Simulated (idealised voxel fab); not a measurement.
Name of the process module below: voxel released beams
This is section cut - it's 220 nm across, gridded in 5 nm square cells.
Cross-section format: a grid of square cells, given as bands from top to bottom; each band is one or more rows of cells. Per band: top height and bottom height in nm, followed by the left-to-right materials and their widths in nm; "edge to edge" marks a single material spanning edge to edge, "air" marks empty space. Counting heights begins at 0, where everything beneath is, in the wafer as received, one material. The lowest band has no bottom; it goes on downwards, as "0 -> down" shows. Read "30 to 40" as a graded width: first number on top, second number at the bottom, same change between each pair of neighbouring rows. No cell of the cross-section changed in a step that is given as "no alterations made". The label "Closed empty spaces" introduces a list of the empty spaces, 8 cells or larger, that have no open way up to the top; each entry in it reads width x height at distance, where the distance is taken from the left edge and all three are stated in nm. If you see something after the settings on a step's line, that's the simulator's own remark about that step. The "overlay nm" setting may appear on a step's line; for a step that uses a mask, it gives how far to the right of its planned position the mask lay, and a negative value indicates the left.

Planned process steps
| 1 | RECEIVE,material Si |
| 2 | CONFORMAL_DEP,material SiN,thk nm 5 |
| 3 | DIRECTIONAL_DEP,material SiO2,thk nm 20 |
| 4 | PATTERN,tone open,mask id ANCHOR,material resist,width nm 45,thk nm 20,overlay nm 0 |
| 5 | DIRECTIONAL_ETCH,etch materials SiO2,depth nm 20 |
| 6 | STRIP,etch materials resist |
| 7 | CONFORMAL_DEP,material W,thk nm 15 |
| 8 | PATTERN,tone cover,mask id BEAM,material resist,width nm 95,thk nm 20,overlay nm 0 |
| 9 | DIRECTIONAL_ETCH,etch materials W,depth nm 15 |
| 10 | STRIP,etch materials resist |
| 11 | STRIP,etch materials SiO2 |

Step 1 complete: cross-section of the wafer as received
    0 -> down | Si edge to edge
    Closed empty spaces: none

Starting wafer: above. Plan: above. Run: one mistake. Cross-section after the module: below
    40 -> 25 | air=60  W=95  air=65
    25 -> 20 | SiN edge to edge
    20 -> 0 | SiO2 edge to edge
    0 -> down | Si edge to edge
    Closed empty spaces: none
Error vs. plan: steps 2 and 3 traded places in the executed sequence
